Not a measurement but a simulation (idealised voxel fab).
This is a process module. Its name is voxel ribs on slabs.
In the cross-section labelled cut, the width is 285 nm and each square cell is 5 nm.
For the purposes of this document, a cross-section shall be understood as a grid of square cells, specified as bands listed in top-to-bottom order, each band consisting of one or more rows of cells. Band entry format. Leading values: height of top, height of bottom, nm. Remainder: materials in left-to-right order, each with its width in nm. Special words: "everywhere" on a single material, which then fills the band edge to edge; "blank", empty space. Heads up on the height convention: 0 is the point under which the incoming wafer is all one material, and the lowest band has no bottom, it just keeps going down, like "z 0 and below". Quick explanation for "30..40": the width changes in equal steps down the rows of cells, from the first number in the band's top row to the second number in its bottom row. No cell of the cross-section changed in a step that is given as "same as before". This entry, "Closed void list", enumerates those empty regions of no fewer than 8 cells that possess no open connection to the top. Each region is reported in the form width x height at distance, the distance being taken from the left edge, with all three quantities expressed in nm. Step line, after settings: the simulator's comment on this step. Regarding "overlay nm": on a step with a mask, it is the distance the mask lay to the right of its planned place; a negative value places it to the left.
### This section lists the process steps that were planned
- 1: RECEIVE,material Si
- 2: DIRECTIONAL_DEP,material SiO2,thk nm 20
- 3: DIRECTIONAL_DEP,material SiN,thk nm 20
- 4: MASKED_ETCH,tone cover,mask id RIB,width nm 20,etch materials SiN,depth nm 10,overlay nm 0
- 5: PATTERN,tone cover,mask id SLAB,material resist,width nm 60,thk nm 20,overlay nm 0
- 6: DIRECTIONAL_ETCH,etch materials SiN,depth nm 10
- 7: STRIP,etch materials resist
- 8: FILL_DEP,material SiO2,thk nm 20
- 9: CMP,height nm 55
- 10: DIRECTIONAL_DEP,material W,thk nm 10
- 11: MASKED_ETCH,tone cover,mask id HEATER,width nm 30,etch materials W,depth nm 10,overlay nm 0
- 12: CONFORMAL_DEP,material SiO2,thk nm 10
### Cross-section: wafer on arrival = after step 1
	z 0 and below | Si everywhere
	Closed void list: none
### Cross-sectional image of the first of two wafers at the end of the module, the run having proceeded as planned
	z 75 to 65 | blank 115 nm / SiO2 50 nm / blank 120 nm
	z 65 to 55 | SiO2 125 nm / W 30 nm / SiO2 130 nm
	z 55 to 40 | SiO2 everywhere
	z 40 to 30 | SiO2 130 nm / SiN 20 nm / SiO2 135 nm
	z 30 to 20 | SiO2 110 nm / SiN 60 nm / SiO2 115 nm
	z 20 to 0 | SiO2 everywhere
	z 0 and below | Si everywhere
	Closed void list: none
### Cross-section of the latter of the two wafers at module completion. It had an identical start and an identical plan to the former; in running it, one mistake was made
	z 75 to 70 | blank 115 nm / SiO2 50 nm / blank 120 nm
	z 70 to 65 | SiO2 everywhere
	z 65 to 60 | SiO2 125 nm / W 30 nm / SiO2 130 nm
	z 60 to 55 | W everywhere
	z 55 to 40 | SiO2 everywhere
	z 40 to 30 | SiO2 130 nm / SiN 20 nm / SiO2 135 nm
	z 30 to 20 | SiO2 110 nm / SiN 60 nm / SiO2 115 nm
	z 20 to 0 | SiO2 everywhere
	z 0 and below | Si everywhere
	Closed void list: none
Where did the run depart from the plan? step 11 did not use the planned setting and instead ran as MASKED_ETCH,tone cover,mask id HEATER,width nm 30,etch materials W,depth nm 5,overlay nm 0
Wrapping up, a cell-based count of both wafers puts the second over or under the first for these materials: SiO2 -4, W +51
